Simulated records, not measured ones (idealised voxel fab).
Name of the process module below: voxel air gaps
Each square cell in cross-section cut measures 5 nm, and the section as a whole is 290 nm wide.
Reading order for cross-sections: top band down to bottom band. Underlying form: a grid of square cells. Band size: one or more rows of cells. Heights first: top, then bottom, in nm. Then materials, left to right, each with a width in nm. "edge to edge" on a single material: fills the band edge to edge. "empty": empty space. Counting heights begins at 0, where everything beneath is, in the wafer as received, one material. The lowest band has no bottom; it goes on downwards, as "0 nm and below" shows. Think of "30 to 40" as a width that walks from the first number to the second as you go down the band, top row to bottom row, taking equal-sized steps from row to row. For the purposes of this document, the phrase "no change" attached to a step denotes that no cell within the cross-section was modified by that step. Empty spaces without an open route to the top, at least 8 cells in extent, make up the entry "Closed cavities"; each is given as width x height at distance, where the distance is measured from the left edge, and all are in nm. Step line, after settings: the simulator's comment on this step. Regarding "overlay nm": on a step with a mask, it is the distance the mask lay to the right of its planned place; a negative value places it to the left.
**Process steps foreseen in the plan**
- 1: RECEIVE with material Si
- 2: CONFORMAL_DEP with material SiO2, thk nm 10
- 3: CONFORMAL_DEP with material SiCN, thk nm 5
- 4: DIRECTIONAL_DEP with material lowk, thk nm 40
- 5: PATTERN with tone open, mask id LINES, material resist, width nm 15, pitch nm 40, thk nm 15, overlay nm 0
- 6: DIRECTIONAL_ETCH with etch materials lowk, depth nm 40
- 7: STRIP with etch materials resist
- 8: CONFORMAL_DEP with material TiN, thk nm 5
- 9: FILL_DEP with material Ru, thk nm 10
- 10: CMP with height nm 55
- 11: EPI with material Ru, thk nm 10
- 12: SELECTIVE_ETCH with etch materials lowk, depth nm 50
- 13: CONFORMAL_DEP with material SiCN, thk nm 5
**Delivered wafer in cross-section: state after step 1**
> 0 nm and below = Si edge to edge
> Closed cavities: none
**As-planned run: cross-section of the first of two wafers at end of module**
> 70 nm to 65 nm = 80 empty, then 125 SiCN, then 85 empty
> 65 nm to 55 nm = 80 empty, then 5 SiCN, then 35 Ru, then 5 SiCN, then 35 Ru, then 5 SiCN, then 35 Ru, then 5 SiCN, then 85 empty
> 55 nm to 50 nm = 80 empty, then 15 SiCN, then 5 TiN, then 5 Ru, then 5 TiN, then 25 SiCN, then 5 TiN, then 5 Ru, then 5 TiN, then 25 SiCN, then 5 TiN, then 5 Ru, then 5 TiN, then 15 SiCN, then 85 empty
> 50 nm to 20 nm = 90 empty, then 5 SiCN, then 5 TiN, then 5 Ru, then 5 TiN, then 5 SiCN, then 15 empty, then 5 SiCN, then 5 TiN, then 5 Ru, then 5 TiN, then 5 SiCN, then 15 empty, then 5 SiCN, then 5 TiN, then 5 Ru, then 5 TiN, then 5 SiCN, then 95 empty
> 20 nm to 15 nm = 95 SiCN, then 15 TiN, then 25 SiCN, then 15 TiN, then 25 SiCN, then 15 TiN, then 100 SiCN
> 15 nm to 10 nm = SiCN edge to edge
> 10 nm to 0 nm = SiO2 edge to edge
> 0 nm and below = Si edge to edge
> Closed cavities: 15 x 30 at 115; 15 x 30 at 155
**Here is the second of the two wafers cut open at the end of the module - same start, same plan as the first one, but we made one mistake running it**
> 70 nm to 65 nm = 80 empty, then 125 SiCN, then 85 empty
> 65 nm to 55 nm = 80 empty, then 5 SiCN, then 35 Ru, then 5 SiCN, then 35 Ru, then 5 SiCN, then 35 Ru, then 5 SiCN, then 85 empty
> 55 nm to 50 nm = 80 empty, then 15 SiCN, then 5 TiN, then 5 Ru, then 5 TiN, then 25 SiCN, then 5 TiN, then 5 Ru, then 5 TiN, then 25 SiCN, then 5 TiN, then 5 Ru, then 5 TiN, then 15 SiCN, then 85 empty
> 50 nm to 20 nm = 90 empty, then 5 SiCN, then 5 TiN, then 5 Ru, then 5 TiN, then 5 SiCN, then 15 empty, then 5 SiCN, then 5 TiN, then 5 Ru, then 5 TiN, then 5 SiCN, then 15 empty, then 5 SiCN, then 5 TiN, then 5 Ru, then 5 TiN, then 5 SiCN, then 95 empty
> 20 nm to 15 nm = 95 SiCN, then 15 TiN, then 25 SiCN, then 15 TiN, then 25 SiCN, then 15 TiN, then 100 SiCN
> 15 nm to 5 nm = SiO2 edge to edge
> 5 nm to 0 nm = SiCN edge to edge
> 0 nm and below = Si edge to edge
> Closed cavities: 15 x 30 at 115; 15 x 30 at 155
Run error: plan vs actual: 2 and 3 interchanged
By the end, you'd get the same cell count for each material on either wafer, but the second wafer puts them somewhere else.
